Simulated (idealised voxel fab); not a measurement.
The name of this process module is voxel fin reveal.
Cross-sectional view cut (width: 250 nm; square cell size: 5 nm).
Format of a cross-section: grid, square cells. Given as bands. Order: top down. Band: one or more rows of cells. What a band's entry tells you: where the top is and where the bottom is, as heights in nm, and after that what lies inside, material by material from left to right, each with its width in nm. Empty space is written as the word "air", and a single material marked with the word "throughout" occupies the band from edge to edge. Beneath 0, the wafer as received is one material, and that level is where height counting begins. The lowest band goes on downward without a bottom; it is written like "from 0 down". The width entry "30->40" should be interpreted row by row: the top row of cells in the band takes the first number, the bottom row takes the second number, and the change between adjacent rows is uniform throughout. "nothing was modified", as given for a step, is the statement that not any cell of the cross-section underwent a change during that step. In the "Closed void inventory" entry, you get each enclosed empty space of 8 cells or more, one with no open way to the top, written width x height at distance, distance from the left edge, in nm. Anything after a step's settings on that line? It's the simulator's own note about the step. overlay nm, on a step with a mask: how far to the right of its planned place the mask lay; to the left if negative.

Listed below are the process steps as planned
1) RECEIVE,material Si
2) CONFORMAL_DEP,material SiN,thk nm 5
3) DIRECTIONAL_DEP,material aC,thk nm 15
4) PATTERN,tone cover,mask id FINS,material resist,width nm 15,pitch nm 35,thk nm 35,overlay nm 0
5) DIRECTIONAL_ETCH,etch materials aC,depth nm 15
6) STRIP,etch materials resist
7) DIRECTIONAL_ETCH,etch materials SiN,depth nm 5
8) DIRECTIONAL_ETCH,etch materials Si,depth nm 30
9) STRIP,etch materials aC
10) FILL_DEP,material SiO2,thk nm 5
11) CMP,height nm 5
12) SELECTIVE_ETCH,etch materials SiO2,depth nm 25
13) STRIP,etch materials SiN
14) CONFORMAL_DEP,material HfO2,thk nm 5

As-received wafer cross-section (after step 1)
  from 0 down  Si throughout
  Closed void inventory: none

First wafer of two, sectioned at end of module; run went per plan
  from 5 to 0  60 nm air, 25 nm HfO2, 10 nm air, 25 nm HfO2, 10 nm air, 25 nm HfO2, 10 nm air, 25 nm HfO2, 60 nm air
  from 0 to -15  60 nm air, 5 nm HfO2, 15 nm Si, 5 nm HfO2, 10 nm air, 5 nm HfO2, 15 nm Si, 5 nm HfO2, 10 nm air, 5 nm HfO2, 15 nm Si, 5 nm HfO2, 10 nm air, 5 nm HfO2, 15 nm Si, 5 nm HfO2, 60 nm air
  from -15 to -20  65 nm HfO2, 15 nm Si, 20 nm HfO2, 15 nm Si, 20 nm HfO2, 15 nm Si, 20 nm HfO2, 15 nm Si, 65 nm HfO2
  from -20 to -30  65 nm SiO2, 15 nm Si, 20 nm SiO2, 15 nm Si, 20 nm SiO2, 15 nm Si, 20 nm SiO2, 15 nm Si, 65 nm SiO2
  from -30 down  Si throughout
  Closed void inventory: none

Here is the second of the two wafers cut open at the end of the module - same start, same plan as the first one, but we made one mistake running it
  from 0 to -20  65 nm air, 15 nm Si, 20 nm air, 15 nm Si, 20 nm air, 15 nm Si, 20 nm air, 15 nm Si, 65 nm air
  from -20 to -30  65 nm SiO2, 15 nm Si, 20 nm SiO2, 15 nm Si, 20 nm SiO2, 15 nm Si, 20 nm SiO2, 15 nm Si, 65 nm SiO2
  from -30 down  Si throughout
  Closed void inventory: none
Run error: plan step 14 was not performed, having been skipped
The final cell counts differ between the wafers, with the second having more or fewer of some materials than the first: HfO2 -82
